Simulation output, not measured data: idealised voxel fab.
Process module in this document: voxel capacitor over wiring
cross-section cut | 275 nm wide | cells 5 nm
A cross-section is written here as square cells arranged in a grid, and it is given in bands from the top down, each band taking up one or more rows of cells.
Look at the band entry: it leads with the top's height and the bottom's height in nm. Then it lists the materials left to right, with a width in nm for each. The word "full width" on a single material says that material fills the band edge to edge. The word "empty" is empty space.
A quick word on heights: they are counted from 0, and under that level the wafer as it came to us is one material throughout. The lowest band is different from the rest in having no bottom; it simply continues downward, written as in "0 down".
When a width is written as two numbers, as in "30->40", the first number is the width in the top row of cells of the band and the second is the width in its bottom row, and the width changes by the same amount from each row to the next.
"same as before" -> step changed no cross-section cell.
The label "Enclosed empty spaces" introduces a list of the empty spaces, 8 cells or larger, that have no open way up to the top; each entry in it reads width x height at distance, where the distance is taken from the left edge and all three are stated in nm.
Whatever follows a step's settings on its line is a remark the simulator itself makes about that step.
overlay nm, on a step with a mask: how far to the right of its planned place the mask lay; to the left if negative
Layout of what follows: cross-section pairs, each bracketing one process step, the after cross-section shown only to the lowest band that changed, the step between and its settings noted under each pair. Pairs may originate in different runs of this module on the same starting wafer; a pair continues from the pair above only where its entry headed "Prior state" says so.

### Prior state
	55 to 40: SiO2 full width
	40 to 35: SiCN full width
	35 to 15: 80 nm lowk | 30 nm W | 50 nm lowk | 30 nm W | 85 nm lowk
	15 to 10: 80 nm lowk | 30 nm TiN | 50 nm lowk | 30 nm TiN | 85 nm lowk
	10 to 0: SiO2 full width
	0 down: Si full width
	Enclosed empty spaces: none

### Post-Step Appearance
	55 to 50: 95 nm SiO2 | 15 nm empty | 165 nm SiO2
	All layers under 50 are left as they were.
	Enclosed empty spaces: none
Between the two cross-sections shown above lies MASKED_ETCH (tone open; mask id PLUG_1; width nm 15; etch materials SiO2; depth nm 5; overlay nm 0)

Prior state: no separate figure, the pair right above already shows it after its step.

### Post-Step Appearance
	60 to 55: 95 nm TiN | 15 nm empty | 165 nm TiN
	55 to 50: 95 nm SiO2 | 15 nm TiN | 165 nm SiO2
	All layers under 50 are left as they were.
	Enclosed empty spaces: none
Between the two cross-sections shown above lies DIRECTIONAL_DEP (material TiN; thk nm 5)

Prior state: no separate figure, the pair right above already shows it after its step.

### Post-Step Appearance
	65 to 60: 95 nm HfO2 | 15 nm empty | 165 nm HfO2
	60 to 55: 95 nm TiN | 15 nm HfO2 | 165 nm TiN
	All layers under 55 are left as they were.
	Enclosed empty spaces: none
Between the two cross-sections shown above lies DIRECTIONAL_DEP (material HfO2; thk nm 5)

Prior state: no separate figure, the pair right above already shows it after its step.

### Post-Step Appearance
	70 to 65: 95 nm TiN | 15 nm empty | 165 nm TiN
	65 to 60: 95 nm HfO2 | 15 nm TiN | 165 nm HfO2
	All layers under 60 are left as they were.
	Enclosed empty spaces: none
Between the two cross-sections shown above lies DIRECTIONAL_DEP (material TiN; thk nm 5)

Prior state: no separate figure, the pair right above already shows it after its step.

### Post-Step Appearance
	80 to 75: 95 nm aC | 15 nm empty | 165 nm aC
	75 to 70: aC full width
	70 to 65: 95 nm TiN | 15 nm aC | 165 nm TiN
	All layers under 65 are left as they were.
	Enclosed empty spaces: none
Between the two cross-sections shown above lies DIRECTIONAL_DEP (material aC; thk nm 10)

Prior state: no separate figure, the pair right above already shows it after its step.

### Post-Step Appearance
	105 to 80: 95 nm empty | 55 nm resist | 125 nm empty
	80 to 75: 95 nm aC | 15 nm resist | 165 nm aC
	All layers under 75 are left as they were.
	Enclosed empty spaces: none
Between the two cross-sections shown above lies PATTERN (tone cover; mask id UPPER_PLATE; material resist; width nm 55; thk nm 25; overlay nm 0)

Prior state: no separate figure, the pair right above already shows it after its step.

### Post-Step Appearance
	95 to 80: 95 nm empty | 55 nm resist | 125 nm empty
	80 to 75: 95 nm empty | 15 nm resist | 40 nm aC | 125 nm empty
	75 to 70: 95 nm empty | 55 nm aC | 125 nm empty
	All layers under 70 are left as they were.
	Enclosed empty spaces: none
Between the two cross-sections shown above lies DIRECTIONAL_ETCH (etch materials aC; depth nm 10)

Prior state: no separate figure, the pair right above already shows it after its step.

### Post-Step Appearance
	80 to 70: 110->95 nm empty | 40->55 nm aC | 125 nm empty
	All layers under 70 are left as they were.
	Enclosed empty spaces: none
Between the two cross-sections shown above lies STRIP (etch materials resist)

Prior state: no separate figure, the pair right above already shows it after its step.

### Post-Step Appearance
	80 to 70: 110->95 nm empty | 40->55 nm aC | 125 nm empty
	70 to 65: 95 nm empty | 15 nm aC | 40 nm TiN | 125 nm empty
	All layers under 65 are left as they were.
	Enclosed empty spaces: none
Between the two cross-sections shown above lies DIRECTIONAL_ETCH (etch materials TiN; depth nm 5)

Prior state: no separate figure, the pair right above already shows it after its step.

### Post-Step Appearance
	80 to 70: 110->95 nm empty | 40->55 nm aC | 125 nm empty
	70 to 65: 95 nm empty | 15 nm aC | 40 nm TiN | 125 nm empty
	65 to 60: 95 nm empty | 15 nm TiN | 40 nm HfO2 | 125 nm empty
	All layers under 60 are left as they were.
	Enclosed empty spaces: none
Between the two cross-sections shown above lies DIRECTIONAL_ETCH (etch materials HfO2; depth nm 5)

Prior state: no separate figure, the pair right above already shows it after its step.

### Post-Step Appearance
	70 to 65: 110 nm empty | 40 nm TiN | 125 nm empty
	All layers under 65 are left as they were.
	Enclosed empty spaces: none
Between the two cross-sections shown above lies STRIP (etch materials aC)

Prior state: no separate figure, the pair right above already shows it after its step.

### Post-Step Appearance
	70 to 65: 110 nm empty | 40 nm TiN | 125 nm empty
	65 to 60: 95 nm empty | 15 nm TiN | 40 nm HfO2 | 125 nm empty
	60 to 55: 90 nm empty | 5 nm TiN | 15 nm HfO2 | 45 nm TiN | 120 nm empty
	All layers under 55 are left as they were.
	Enclosed empty spaces: none
Between the two cross-sections shown above lies MASKED_ETCH (tone cover; mask id LOWER_PLATE; width nm 65; etch materials TiN; depth nm 5; overlay nm 0)

Prior state: no separate figure, the pair right above already shows it after its step.

### Post-Step Appearance
	85 to 70: SiO2 full width
	70 to 65: 110 nm SiO2 | 40 nm TiN | 125 nm SiO2
	65 to 60: 95 nm SiO2 | 15 nm TiN | 40 nm HfO2 | 125 nm SiO2
	60 to 55: 90 nm SiO2 | 5 nm TiN | 15 nm HfO2 | 45 nm TiN | 120 nm SiO2
	All layers under 55 are left as they were.
	Enclosed empty spaces: none
Between the two cross-sections shown above lies FILL_DEP (material SiO2; thk nm 15)

Prior state: no separate figure, the pair right above already shows it after its step.

### Post-Step Appearance
	80 to 70: SiO2 full width
	All layers under 70 are left as they were.
	Enclosed empty spaces: none
Between the two cross-sections shown above lies CMP (height nm 80)

Prior state: no separate figure, the pair right above already shows it after its step.

### Post-Step Appearance
	80 to 70: 105 nm SiO2 | 15 nm empty | 155 nm SiO2
	All layers under 70 are left as they were.
	Enclosed empty spaces: none
Between the two cross-sections shown above lies MASKED_ETCH (tone open; mask id PLUG_2; width nm 15; etch materials SiO2; depth nm 10; overlay nm 0)

Prior state: no separate figure, the pair right above already shows it after its step.

### Post-Step Appearance
	85 to 80: 110 nm TiN | 5 nm empty | 160 nm TiN
	80 to 75: 105 nm SiO2 | 5 nm TiN | 5 nm empty | 5 nm TiN | 155 nm SiO2
	75 to 65: 105->110 nm SiO2 | 15->40 nm TiN | 155->125 nm SiO2
	All layers under 65 are left as they were.
	Enclosed empty spaces: none
Between the two cross-sections shown above lies CONFORMAL_DEP (material TiN; thk nm 5)

Prior state: no separate figure, the pair right above already shows it after its step.

### Post-Step Appearance
	95 to 85: Ru full width
	85 to 80: 110 nm TiN | 5 nm Ru | 160 nm TiN
	80 to 75: 105 nm SiO2 | 5 nm TiN | 5 nm Ru | 5 nm TiN | 155 nm SiO2
	All layers under 75 are left as they were.
	Enclosed empty spaces: none
Between the two cross-sections shown above lies FILL_DEP (material Ru; thk nm 10)

Prior state: no separate figure, the pair right above already shows it after its step.

### Post-Step Appearance
	80 to 75: 105 nm SiO2 | 5 nm TiN | 5 nm Ru | 5 nm TiN | 155 nm SiO2
	All layers under 75 are left as they were.
	Enclosed empty spaces: none
Between the two cross-sections shown above lies CMP (height nm 80)

Prior state: no separate figure, the pair right above already shows it after its step.

### Post-Step Appearance
	85 to 80: SiN full width
	All layers under 80 are left as they were.
	Enclosed empty spaces: none
Between the two cross-sections shown above lies CONFORMAL_DEP (material SiN; thk nm 5)

### Prior state
	55 to 40: SiO2 full width
	40 to 35: SiCN full width
	35 to 15: 80 nm lowk | 30 nm W | 50 nm lowk | 30 nm W | 85 nm lowk
	15 to 10: 80 nm lowk | 30 nm TiN | 50 nm lowk | 30 nm TiN | 85 nm lowk
	10 to 0: SiO2 full width
	0 down: Si full width
	Enclosed empty spaces: none

### Post-Step Appearance
	55 to 40: 95 nm SiO2 | 20 nm empty | 160 nm SiO2
	All layers under 40 are left as they were.
	Enclosed empty spaces: none
Between the two cross-sections shown above lies MASKED_ETCH (tone open; mask id PLUG_1; width nm 20; etch materials SiO2; depth nm 15; overlay nm 0)

Prior state: no separate figure, the pair right above already shows it after its step.

### Post-Step Appearance
	55 to 40: 95 nm SiO2 | 20 nm empty | 160 nm SiO2
	40 to 35: 95 nm SiCN | 15 nm empty | 165 nm SiCN
	All layers under 35 are left as they were.
	Enclosed empty spaces: none
Between the two cross-sections shown above lies MASKED_ETCH (tone open; mask id PLUG_1; width nm 15; etch materials SiCN; depth nm 5; overlay nm 0)

Prior state: no separate figure, the pair right above already shows it after its step.

### Post-Step Appearance
	55 to 45: 95 nm SiO2 | 20 nm empty | 160 nm SiO2
	45 to 40: 95 nm SiO2 | 20 nm Ru | 160 nm SiO2
	40 to 35: 95 nm SiCN | 15 nm Ru | 165 nm SiCN
	All layers under 35 are left as they were.
	Enclosed empty spaces: none
Between the two cross-sections shown above lies EPI (material Ru; thk nm 10)

Prior state: no separate figure, the pair right above already shows it after its step.

### Post-Step Appearance
	55 to 40: 95 nm SiO2 | 20 nm Ru | 160 nm SiO2
	All layers under 40 are left as they were.
	Enclosed empty spaces: none
Between the two cross-sections shown above lies EPI (material Ru; thk nm 10)

Prior state: no separate figure, the pair right above already shows it after its step.

### Post-Step Appearance
	60 to 55: TiN full width
	All layers under 55 are left as they were.
	Enclosed empty spaces: none
Between the two cross-sections shown above lies DIRECTIONAL_DEP (material TiN; thk nm 5)

Prior state: no separate figure, the pair right above already shows it after its step.

### Post-Step Appearance
	65 to 60: HfO2 full width
	All layers under 60 are left as they were.
	Enclosed empty spaces: none
Between the two cross-sections shown above lies DIRECTIONAL_DEP (material HfO2; thk nm 5)

Prior state: no separate figure, the pair right above already shows it after its step.

### Post-Step Appearance
	70 to 65: TiN full width
	All layers under 65 are left as they were.
	Enclosed empty spaces: none
Between the two cross-sections shown above lies DIRECTIONAL_DEP (material TiN; thk nm 5)

Prior state: no separate figure, the pair right above already shows it after its step.

### Post-Step Appearance
	80 to 70: aC full width
	All layers under 70 are left as they were.
	Enclosed empty spaces: none
Between the two cross-sections shown above lies DIRECTIONAL_DEP (material aC; thk nm 10)

Prior state: no separate figure, the pair right above already shows it after its step.

### Post-Step Appearance
	105 to 80: 95 nm empty | 55 nm resist | 125 nm empty
	All layers under 80 are left as they were.
	Enclosed empty spaces: none
Between the two cross-sections shown above lies PATTERN (tone cover; mask id UPPER_PLATE; material resist; width nm 55; thk nm 25; overlay nm 0)

Prior state: no separate figure, the pair right above already shows it after its step.

### Post-Step Appearance
	95 to 80: 95 nm empty | 55 nm resist | 125 nm empty
	80 to 70: 95 nm empty | 55 nm aC | 125 nm empty
	All layers under 70 are left as they were.
	Enclosed empty spaces: none
Between the two cross-sections shown above lies DIRECTIONAL_ETCH (etch materials aC; depth nm 10)

Prior state: no separate figure, the pair right above already shows it after its step.

### Post-Step Appearance
	80 to 70: 95 nm empty | 55 nm aC | 125 nm empty
	All layers under 70 are left as they were.
	Enclosed empty spaces: none
Between the two cross-sections shown above lies STRIP (etch materials resist)

Prior state: no separate figure, the pair right above already shows it after its step.

### Post-Step Appearance
	80 to 70: 95 nm empty | 55 nm aC | 125 nm empty
	70 to 65: 95 nm empty | 55 nm TiN | 125 nm empty
	All layers under 65 are left as they were.
	Enclosed empty spaces: none
Between the two cross-sections shown above lies DIRECTIONAL_ETCH (etch materials TiN; depth nm 5)

Prior state: no separate figure, the pair right above already shows it after its step.

### Post-Step Appearance
	80 to 70: 95 nm empty | 55 nm aC | 125 nm empty
	70 to 65: 95 nm empty | 55 nm TiN | 125 nm empty
	65 to 60: 95 nm empty | 55 nm HfO2 | 125 nm empty
	All layers under 60 are left as they were.
	Enclosed empty spaces: none
Between the two cross-sections shown above lies DIRECTIONAL_ETCH (etch materials HfO2; depth nm 5)

Prior state: no separate figure, the pair right above already shows it after its step.

### Post-Step Appearance
	70 to 65: 95 nm empty | 55 nm TiN | 125 nm empty
	All layers under 65 are left as they were.
	Enclosed empty spaces: none
Between the two cross-sections shown above lies STRIP (etch materials aC)

Prior state: no separate figure, the pair right above already shows it after its step.

### Post-Step Appearance
	70 to 65: 95 nm empty | 55 nm TiN | 125 nm empty
	65 to 60: 95 nm empty | 55 nm HfO2 | 125 nm empty
	60 to 55: 90 nm empty | 65 nm TiN | 120 nm empty
	All layers under 55 are left as they were.
	Enclosed empty spaces: none
Between the two cross-sections shown above lies MASKED_ETCH (tone cover; mask id LOWER_PLATE; width nm 65; etch materials TiN; depth nm 5; overlay nm 0)

Prior state: no separate figure, the pair right above already shows it after its step.

### Post-Step Appearance
	85 to 70: SiO2 full width
	70 to 65: 95 nm SiO2 | 55 nm TiN | 125 nm SiO2
	65 to 60: 95 nm SiO2 | 55 nm HfO2 | 125 nm SiO2
	60 to 55: 90 nm SiO2 | 65 nm TiN | 120 nm SiO2
	All layers under 55 are left as they were.
	Enclosed empty spaces: none
Between the two cross-sections shown above lies FILL_DEP (material SiO2; thk nm 15)

Prior state: no separate figure, the pair right above already shows it after its step.

### Post-Step Appearance
	80 to 70: SiO2 full width
	All layers under 70 are left as they were.
	Enclosed empty spaces: none
Between the two cross-sections shown above lies CMP (height nm 80)

Prior state: no separate figure, the pair right above already shows it after its step.

### Post-Step Appearance
	80 to 70: 105 nm SiO2 | 15 nm empty | 155 nm SiO2
	All layers under 70 are left as they were.
	Enclosed empty spaces: none
Between the two cross-sections shown above lies MASKED_ETCH (tone open; mask id PLUG_2; width nm 15; etch materials SiO2; depth nm 10; overlay nm 0)

Prior state: no separate figure, the pair right above already shows it after its step.

### Post-Step Appearance
	85 to 80: 110 nm TiN | 5 nm empty | 160 nm TiN
	80 to 75: 105 nm SiO2 | 5 nm TiN | 5 nm empty | 5 nm TiN | 155 nm SiO2
	75 to 65: 105->95 nm SiO2 | 15->55 nm TiN | 155->125 nm SiO2
	All layers under 65 are left as they were.
	Enclosed empty spaces: none
Between the two cross-sections shown above lies CONFORMAL_DEP (material TiN; thk nm 5)

Prior state: no separate figure, the pair right above already shows it after its step.

### Post-Step Appearance
	95 to 85: Ru full width
	85 to 80: 110 nm TiN | 5 nm Ru | 160 nm TiN
	80 to 75: 105 nm SiO2 | 5 nm TiN | 5 nm Ru | 5 nm TiN | 155 nm SiO2
	All layers under 75 are left as they were.
	Enclosed empty spaces: none
Between the two cross-sections shown above lies FILL_DEP (material Ru; thk nm 10)

Prior state: no separate figure, the pair right above already shows it after its step.

### Post-Step Appearance
	80 to 75: 105 nm SiO2 | 5 nm TiN | 5 nm Ru | 5 nm TiN | 155 nm SiO2
	All layers under 75 are left as they were.
	Enclosed empty spaces: none
Between the two cross-sections shown above lies CMP (height nm 80)

Prior state: no separate figure, the pair right above already shows it after its step.

### Post-Step Appearance
	85 to 80: SiN full width
	All layers under 80 are left as they were.
	Enclosed empty spaces: none
Between the two cross-sections shown above lies CONFORMAL_DEP (material SiN; thk nm 5)

### Prior state
	55 to 40: 95 nm SiO2 | 15 nm empty | 165 nm SiO2
	40 to 35: SiCN full width
	35 to 15: 80 nm lowk | 30 nm W | 50 nm lowk | 30 nm W | 85 nm lowk
	15 to 10: 80 nm lowk | 30 nm TiN | 50 nm lowk | 30 nm TiN | 85 nm lowk
	10 to 0: SiO2 full width
	0 down: Si full width
	Enclosed empty spaces: none

### Post-Step Appearance
	55 to 40: 95 nm SiO2 | 15 nm empty | 165 nm SiO2
	40 to 35: 100 nm SiCN | 10 nm empty | 165 nm SiCN
	All layers under 35 are left as they were.
	Enclosed empty spaces: none
Between the two cross-sections shown above lies MASKED_ETCH (tone open; mask id PLUG_1; width nm 15; etch materials SiCN; depth nm 5; overlay nm 5)

Prior state: no separate figure, the pair right above already shows it after its step.

### Post-Step Appearance
	55 to 45: 95 nm SiO2 | 15 nm empty | 165 nm SiO2
	45 to 40: 95 nm SiO2 | 15 nm Ru | 165 nm SiO2
	40 to 35: 100 nm SiCN | 10 nm Ru | 165 nm SiCN
	All layers under 35 are left as they were.
	Enclosed empty spaces: none
Between the two cross-sections shown above lies EPI (material Ru; thk nm 10)

Prior state: no separate figure, the pair right above already shows it after its step.

### Post-Step Appearance
	55 to 40: 95 nm SiO2 | 15 nm Ru | 165 nm SiO2
	All layers under 40 are left as they were.
	Enclosed empty spaces: none
Between the two cross-sections shown above lies EPI (material Ru; thk nm 10)

Prior state: no separate figure, the pair right above already shows it after its step.

### Post-Step Appearance
	60 to 55: TiN full width
	All layers under 55 are left as they were.
	Enclosed empty spaces: none
Between the two cross-sections shown above lies DIRECTIONAL_DEP (material TiN; thk nm 5)

Prior state: no separate figure, the pair right above already shows it after its step.

### Post-Step Appearance
	65 to 60: HfO2 full width
	All layers under 60 are left as they were.
	Enclosed empty spaces: none
Between the two cross-sections shown above lies DIRECTIONAL_DEP (material HfO2; thk nm 5)

Prior state: no separate figure, the pair right above already shows it after its step.

### Post-Step Appearance
	70 to 65: TiN full width
	All layers under 65 are left as they were.
	Enclosed empty spaces: none
Between the two cross-sections shown above lies DIRECTIONAL_DEP (material TiN; thk nm 5)

Prior state: no separate figure, the pair right above already shows it after its step.

### Post-Step Appearance
	80 to 70: aC full width
	All layers under 70 are left as they were.
	Enclosed empty spaces: none
Between the two cross-sections shown above lies DIRECTIONAL_DEP (material aC; thk nm 10)

Prior state: no separate figure, the pair right above already shows it after its step.

### Post-Step Appearance
	105 to 80: 95 nm empty | 55 nm resist | 125 nm empty
	All layers under 80 are left as they were.
	Enclosed empty spaces: none
Between the two cross-sections shown above lies PATTERN (tone cover; mask id UPPER_PLATE; material resist; width nm 55; thk nm 25; overlay nm 0)

Prior state: no separate figure, the pair right above already shows it after its step.

### Post-Step Appearance
	95 to 80: 95 nm empty | 55 nm resist | 125 nm empty
	80 to 70: 95 nm empty | 55 nm aC | 125 nm empty
	All layers under 70 are left as they were.
	Enclosed empty spaces: none
Between the two cross-sections shown above lies DIRECTIONAL_ETCH (etch materials aC; depth nm 10)

Prior state: no separate figure, the pair right above already shows it after its step.

### Post-Step Appearance
	80 to 70: 95 nm empty | 55 nm aC | 125 nm empty
	All layers under 70 are left as they were.
	Enclosed empty spaces: none
Between the two cross-sections shown above lies STRIP (etch materials resist)

Prior state: no separate figure, the pair right above already shows it after its step.

### Post-Step Appearance
	80 to 70: 95 nm empty | 55 nm aC | 125 nm empty
	70 to 65: 95 nm empty | 55 nm TiN | 125 nm empty
	All layers under 65 are left as they were.
	Enclosed empty spaces: none
Between the two cross-sections shown above lies DIRECTIONAL_ETCH (etch materials TiN; depth nm 5)

Prior state: no separate figure, the pair right above already shows it after its step.

### Post-Step Appearance
	80 to 70: 95 nm empty | 55 nm aC | 125 nm empty
	70 to 65: 95 nm empty | 55 nm TiN | 125 nm empty
	65 to 60: 95 nm empty | 55 nm HfO2 | 125 nm empty
	All layers under 60 are left as they were.
	Enclosed empty spaces: none
Between the two cross-sections shown above lies DIRECTIONAL_ETCH (etch materials HfO2; depth nm 5)

Prior state: no separate figure, the pair right above already shows it after its step.

### Post-Step Appearance
	70 to 65: 95 nm empty | 55 nm TiN | 125 nm empty
	All layers under 65 are left as they were.
	Enclosed empty spaces: none
Between the two cross-sections shown above lies STRIP (etch materials aC)

Prior state: no separate figure, the pair right above already shows it after its step.

### Post-Step Appearance
	70 to 65: 95 nm empty | 55 nm TiN | 125 nm empty
	65 to 60: 95 nm empty | 55 nm HfO2 | 125 nm empty
	60 to 55: 90 nm empty | 65 nm TiN | 120 nm empty
	All layers under 55 are left as they were.
	Enclosed empty spaces: none
Between the two cross-sections shown above lies MASKED_ETCH (tone cover; mask id LOWER_PLATE; width nm 65; etch materials TiN; depth nm 5; overlay nm 0)

Prior state: no separate figure, the pair right above already shows it after its step.

### Post-Step Appearance
	85 to 70: SiO2 full width
	70 to 65: 95 nm SiO2 | 55 nm TiN | 125 nm SiO2
	65 to 60: 95 nm SiO2 | 55 nm HfO2 | 125 nm SiO2
	60 to 55: 90 nm SiO2 | 65 nm TiN | 120 nm SiO2
	All layers under 55 are left as they were.
	Enclosed empty spaces: none
Between the two cross-sections shown above lies FILL_DEP (material SiO2; thk nm 15)

Prior state: no separate figure, the pair right above already shows it after its step.

### Post-Step Appearance
	80 to 70: SiO2 full width
	All layers under 70 are left as they were.
	Enclosed empty spaces: none
Between the two cross-sections shown above lies CMP (height nm 80)

Prior state: no separate figure, the pair right above already shows it after its step.

### Post-Step Appearance
	80 to 70: 105 nm SiO2 | 15 nm empty | 155 nm SiO2
	All layers under 70 are left as they were.
	Enclosed empty spaces: none
Between the two cross-sections shown above lies MASKED_ETCH (tone open; mask id PLUG_2; width nm 15; etch materials SiO2; depth nm 10; overlay nm 0)

Prior state: no separate figure, the pair right above already shows it after its step.

### Post-Step Appearance
	85 to 80: 110 nm TiN | 5 nm empty | 160 nm TiN
	80 to 75: 105 nm SiO2 | 5 nm TiN | 5 nm empty | 5 nm TiN | 155 nm SiO2
	75 to 65: 105->95 nm SiO2 | 15->55 nm TiN | 155->125 nm SiO2
	All layers under 65 are left as they were.
	Enclosed empty spaces: none
Between the two cross-sections shown above lies CONFORMAL_DEP (material TiN; thk nm 5)

Prior state: no separate figure, the pair right above already shows it after its step.

### Post-Step Appearance
	95 to 85: Ru full width
	85 to 80: 110 nm TiN | 5 nm Ru | 160 nm TiN
	80 to 75: 105 nm SiO2 | 5 nm TiN | 5 nm Ru | 5 nm TiN | 155 nm SiO2
	All layers under 75 are left as they were.
	Enclosed empty spaces: none
Between the two cross-sections shown above lies FILL_DEP (material Ru; thk nm 10)

Prior state: no separate figure, the pair right above already shows it after its step.

### Post-Step Appearance
	80 to 75: 105 nm SiO2 | 5 nm TiN | 5 nm Ru | 5 nm TiN | 155 nm SiO2
	All layers under 75 are left as they were.
	Enclosed empty spaces: none
Between the two cross-sections shown above lies CMP (height nm 80)

Prior state: no separate figure, the pair right above already shows it after its step.

### Post-Step Appearance
	85 to 80: SiN full width
	All layers under 80 are left as they were.
	Enclosed empty spaces: none
Between the two cross-sections shown above lies CONFORMAL_DEP (material SiN; thk nm 5)

### Prior state
	80 to 75: 105 nm SiO2 | 5 nm TiN | 5 nm Ru | 5 nm TiN | 155 nm SiO2
	75 to 65: 105->95 nm SiO2 | 15->55 nm TiN | 155->125 nm SiO2
	65 to 60: 95 nm SiO2 | 55 nm HfO2 | 125 nm SiO2
	60 to 55: 90 nm SiO2 | 65 nm TiN | 120 nm SiO2
	55 to 40: 95 nm SiO2 | 15 nm Ru | 165 nm SiO2
	40 to 35: 95 nm SiCN | 15 nm Ru | 165 nm SiCN
	35 to 15: 80 nm lowk | 30 nm W | 50 nm lowk | 30 nm W | 85 nm lowk
	15 to 10: 80 nm lowk | 30 nm TiN | 50 nm lowk | 30 nm TiN | 85 nm lowk
	10 to 0: SiO2 full width
	0 down: Si full width
	Enclosed empty spaces: none

### Post-Step Appearance
	85 to 80: TiN full width
	All layers under 80 are left as they were.
	Enclosed empty spaces: none
Between the two cross-sections shown above lies CONFORMAL_DEP (material TiN; thk nm 5)

### Prior state
	80 to 70: SiO2 full width
	70 to 65: 95 nm SiO2 | 55 nm TiN | 125 nm SiO2
	65 to 60: 95 nm SiO2 | 55 nm HfO2 | 125 nm SiO2
	60 to 55: 90 nm SiO2 | 65 nm TiN | 120 nm SiO2
	55 to 40: 95 nm SiO2 | 15 nm Ru | 165 nm SiO2
	40 to 35: 95 nm SiCN | 15 nm Ru | 165 nm SiCN
	35 to 15: 80 nm lowk | 30 nm W | 50 nm lowk | 30 nm W | 85 nm lowk
	15 to 10: 80 nm lowk | 30 nm TiN | 50 nm lowk | 30 nm TiN | 85 nm lowk
	10 to 0: SiO2 full width
	0 down: Si full width
	Enclosed empty spaces: none

### Post-Step Appearance
	80 to 70: 105 nm empty | 15 nm SiO2 | 155 nm empty
	All layers under 70 are left as they were.
	Enclosed empty spaces: none
Between the two cross-sections shown above lies MASKED_ETCH (tone cover; mask id PLUG_2; width nm 15; etch materials SiO2; depth nm 10; overlay nm 0)

Prior state: no separate figure, the pair right above already shows it after its step.

### Post-Step Appearance
	85 to 80: 100 nm empty | 25 nm TiN | 150 nm empty
	80 to 75: 100 nm empty | 5 nm TiN | 15 nm SiO2 | 5 nm TiN | 150 nm empty
	75 to 70: 105 nm TiN | 15 nm SiO2 | 155 nm TiN
	All layers under 70 are left as they were.
	Enclosed empty spaces: none
Between the two cross-sections shown above lies CONFORMAL_DEP (material TiN; thk nm 5)

Prior state: no separate figure, the pair right above already shows it after its step.

### Post-Step Appearance
	95 to 85: Ru full width
	85 to 80: 100 nm Ru | 25 nm TiN | 150 nm Ru
	80 to 75: 100 nm Ru | 5 nm TiN | 15 nm SiO2 | 5 nm TiN | 150 nm Ru
	All layers under 75 are left as they were.
	Enclosed empty spaces: none
Between the two cross-sections shown above lies FILL_DEP (material Ru; thk nm 10)

Prior state: no separate figure, the pair right above already shows it after its step.

### Post-Step Appearance
	80 to 75: 100 nm Ru | 5 nm TiN | 15 nm SiO2 | 5 nm TiN | 150 nm Ru
	All layers under 75 are left as they were.
	Enclosed empty spaces: none
Between the two cross-sections shown above lies CMP (height nm 80)

Prior state: no separate figure, the pair right above already shows it after its step.

### Post-Step Appearance
	85 to 80: SiN full width
	All layers under 80 are left as they were.
	Enclosed empty spaces: none
Between the two cross-sections shown above lies CONFORMAL_DEP (material SiN; thk nm 5)
